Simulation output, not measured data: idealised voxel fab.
Process module under the name voxel fin reveal
Each square cell in cross-section cut measures 5 nm, and the section as a whole is 245 nm wide.
If you're reading a cross-section in this doc, picture square cells in a grid; it comes to you as bands, top ones listed first down to the bottom, and a band can be one or more rows of cells. Each band's line starts with the height of the band's top and of its bottom, in nm. Then come its materials from left to right, each with its width in nm. One material with "full width" fills the band from edge to edge. "air" is empty space. Height datum 0, below which the as-received substrate wafer is one material. Lowest band open at the bottom, running downward: "0 -> down". Width "30..40": first value at the band's top row of cells, second value at its bottom row, equal change from row to row. Step marked "no change"? Then no cell in the cross-section changed in it. Heads up: "Closed void entries" only lists the empty pockets with no open path to the top that are 8 cells or more, and it writes them as width x height at distance, distance from the left edge, in nm. Formally, on a step line, whatever follows the settings is a remark that the simulator itself makes on the step. overlay nm: on a step with a mask, how far right of its planned place the mask lay; negative means left.
### Listed below are the process steps as planned
- 1: RECEIVE | material Si
- 2: CONFORMAL_DEP | material SiN | thk nm 5
- 3: MASKED_ETCH | tone cover | mask id FINS | width nm 15 | pitch nm 45 | etch materials SiN | depth nm 5 | overlay nm -15
- 4: MASKED_ETCH | tone cover | mask id FINS | width nm 15 | pitch nm 45 | etch materials Si | depth nm 30 | overlay nm 0
- 5: OXIDIZE | depth nm 5
- 6: FILL_DEP | material SiO2 | thk nm 10
- 7: CMP | height nm 5
- 8: SELECTIVE_ETCH | etch materials SiO2 | depth nm 20
- 9: STRIP | etch materials SiN
- 10: CONFORMAL_DEP | material HfO2 | thk nm 5
Heads up: all these wafers start the same, and what changes between them is the overlay nm in step 3. The value you see in the plan is just what the first wafer got.
### Cross-section of the first of several wafers as received (after step 1)
	0 -> down | Si full width
	Closed void entries: none
### First of several wafers, sectioned at end of module (last step: step 10)
	5 -> 0 | air 55, HfO2 15, air 30, HfO2 15, air 30, HfO2 15, air 85
	0 -> -10 | air 55, HfO2 5, Si 5..20, HfO2 20..5, air 15, HfO2 5, Si 5..20, HfO2 20..5, air 15, HfO2 5, Si 5..20, HfO2 20..5, air 70
	-10 -> -15 | HfO2 60, Si 20, HfO2 25, Si 20, HfO2 25, Si 20, HfO2 75
	-15 -> -35 | SiO2 60, Si 20, SiO2 25, Si 20, SiO2 25, Si 20, SiO2 75
	-35 -> down | Si full width
	Closed void entries: none
### End of module: cross-section, last of several wafers
	5 -> 0 | air 85, HfO2 15, air 30, HfO2 15, air 30, HfO2 15, air 55
	0 -> -10 | air 70, HfO2 20..5, Si 5..20, HfO2 5, air 15, HfO2 20..5, Si 5..20, HfO2 5, air 15, HfO2 20..5, Si 5..20, HfO2 5, air 55
	-10 -> -15 | HfO2 75, Si 20, HfO2 25, Si 20, HfO2 25, Si 20, HfO2 60
	-15 -> -35 | SiO2 75, Si 20, SiO2 25, Si 20, SiO2 25, Si 20, SiO2 60
	-35 -> down | Si full width
	Closed void entries: none
### The table below has one row for each wafer; a row shows, as of the end of the module, how many cells of each material the wafer has gained, marked (+), or lost, marked (-), since it was received, and then the wafer's closed voids
overlay nm -15 | +67 HfO2 | -268 Si | +148 SiO2 | Closed void entries: none
overlay nm -10 | +67 HfO2 | -286 Si | +160 SiO2 | Closed void entries: none
overlay nm -5 | +67 HfO2 | -304 Si | +172 SiO2 | Closed void entries: none
overlay nm 0 | +67 HfO2 | -322 Si | +184 SiO2 | Closed void entries: none
overlay nm 5 | +67 HfO2 | -304 Si | +172 SiO2 | Closed void entries: none
overlay nm 10 | +67 HfO2 | -286 Si | +160 SiO2 | Closed void entries: none
overlay nm 15 | +67 HfO2 | -268 Si | +148 SiO2 | Closed void entries: none
